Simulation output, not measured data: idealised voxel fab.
The following process module bears the name voxel capacitor over wiring.
It is cross-section cut that appears here, measuring 220 nm in width, its square cells being 5 nm in size.
Bands, listed from the top down, are how a cross-section gets written in this document; the cross-section itself is a grid of square cells, and a band is one or more rows of them.
Per band: top height and bottom height in nm, followed by the left-to-right materials and their widths in nm; "everywhere" marks a single material spanning edge to edge, "air" marks empty space.
We count height from 0. Below that, the starting wafer is all one material. The lowest band never ends at the bottom but goes on down; see "0 down" for how that is written.
A two-number width, for instance "30 to 40", indicates that the width is equal to the first number in the top row of the band and to the second number in the bottom row, and that it changes by a constant amount per row of cells.
Key: "no modification" - step with no changed cell in the cross-section.
In the "Completely sealed voids" entry, you get each enclosed empty space of 8 cells or more, one with no open way to the top, written width x height at distance, distance from the left edge, in nm.
The remark found on a step's line after its settings is issued by the simulator itself and pertains to that step.
What "overlay nm" on a step's line means: if the step has a mask, that mask lay this far to the right of its planned place, or, when the value is negative, to the left.
-- Here's what the planned process steps look like
step 1: RECEIVE,material Si
step 2: CONFORMAL_DEP,material SiO2,thk nm 10
step 3: DIRECTIONAL_DEP,material TiN,thk nm 5
step 4: DIRECTIONAL_DEP,material W,thk nm 20
step 5: DIRECTIONAL_DEP,material aC,thk nm 10
step 6: PATTERN,tone cover,mask id METAL_1,material resist,width nm 20,pitch nm 70,thk nm 30,overlay nm 0
step 7: DIRECTIONAL_ETCH,etch materials aC,depth nm 10
step 8: STRIP,etch materials resist
step 9: DIRECTIONAL_ETCH,etch materials W,depth nm 20
step 10: DIRECTIONAL_ETCH,etch materials TiN,depth nm 5
step 11: STRIP,etch materials aC
step 12: FILL_DEP,material SiO2,thk nm 10
step 13: CMP,height nm 35
step 14: CONFORMAL_DEP,material SiCN,thk nm 5
step 15: DIRECTIONAL_DEP,material SiO2,thk nm 20
step 16: PATTERN,tone open,mask id PLUG_1,material resist,width nm 15,thk nm 20,overlay nm 0
step 17: DIRECTIONAL_ETCH,etch materials SiO2,depth nm 20
step 18: DIRECTIONAL_ETCH,etch materials SiCN,depth nm 5
step 19: STRIP,etch materials resist
step 20: CONFORMAL_DEP,material TiN,thk nm 5
step 21: FILL_DEP,material Cu,thk nm 5
step 22: CMP,height nm 60
step 23: DIRECTIONAL_DEP,material TiN,thk nm 10
step 24: DIRECTIONAL_DEP,material HfO2,thk nm 5
step 25: DIRECTIONAL_DEP,material TiN,thk nm 5
step 26: MASKED_ETCH,tone cover,mask id UPPER_PLATE,width nm 55,etch materials TiN,depth nm 5,overlay nm 0
step 27: MASKED_ETCH,tone cover,mask id UPPER_PLATE,width nm 55,etch materials HfO2,depth nm 5,overlay nm 0
step 28: MASKED_ETCH,tone cover,mask id LOWER_PLATE,width nm 65,etch materials TiN,depth nm 10,overlay nm 0
step 29: FILL_DEP,material SiO2,thk nm 20
step 30: CMP,height nm 95
step 31: PATTERN,tone open,mask id PLUG_2,material resist,width nm 15,thk nm 15,overlay nm 0
step 32: DIRECTIONAL_ETCH,etch materials SiO2,depth nm 15
step 33: STRIP,etch materials resist
step 34: CONFORMAL_DEP,material TiN,thk nm 5
step 35: FILL_DEP,material Cu,thk nm 10
step 36: CMP,height nm 95
step 37: CONFORMAL_DEP,material SiN,thk nm 5
-- Cross-section, incoming material, after step 1
    0 down  Si everywhere
    Completely sealed voids: none
-- Cross-section: first of two wafers, module finished, run according to plan
    100 to 95  SiN everywhere
    95 to 85  SiO2 (80)  TiN (5)  Cu (5)  TiN (5)  SiO2 (125)
    85 to 75  SiO2 (80 to 70)  TiN (15 to 55)  SiO2 (125 to 95)
    75 to 70  SiO2 (70)  HfO2 (55)  SiO2 (95)
    70 to 60  SiO2 (65)  TiN (65)  SiO2 (90)
    60 to 40  SiO2 (70)  TiN (5)  Cu (5)  TiN (5)  SiO2 (135)
    40 to 35  SiCN (70)  TiN (15)  SiCN (135)
    35 to 15  SiO2 (65)  W (20)  SiO2 (50)  W (20)  SiO2 (65)
    15 to 10  SiO2 (65)  TiN (20)  SiO2 (50)  TiN (20)  SiO2 (65)
    10 to 0  SiO2 everywhere
    0 down  Si everywhere
    Completely sealed voids: none
-- Second wafer through the module, sectioned at the end: same beginning and same plan as the first wafer, with one mistake in carrying it out
    100 to 95  SiN everywhere
    95 to 85  SiO2 (80)  TiN (5)  Cu (5)  TiN (5)  SiO2 (125)
    85 to 80  SiO2 (80)  TiN (15)  SiO2 (125)
    80 to 75  SiO2 (65)  TiN (5)  SiO2 (55)  TiN (5)  SiO2 (90)
    75 to 70  HfO2 everywhere
    70 to 60  TiN everywhere
    60 to 40  SiO2 (70)  TiN (5)  Cu (5)  TiN (5)  SiO2 (135)
    40 to 35  SiCN (70)  TiN (15)  SiCN (135)
    35 to 15  SiO2 (65)  W (20)  SiO2 (50)  W (20)  SiO2 (65)
    15 to 10  SiO2 (65)  TiN (20)  SiO2 (50)  TiN (20)  SiO2 (65)
    10 to 0  SiO2 everywhere
    0 down  Si everywhere
    Completely sealed voids: none
In executing the process, a mistake was made relative to the plan: step 26 went in with a setting other than planned; the actual run was MASKED_ETCH,tone open,mask id UPPER_PLATE,width nm 55,etch materials TiN,depth nm 5,overlay nm 0
The final cell counts differ between the wafers, with the second having more or fewer of some materials than the first: 33 more of HfO2; 86 fewer of SiO2; 53 more of TiN
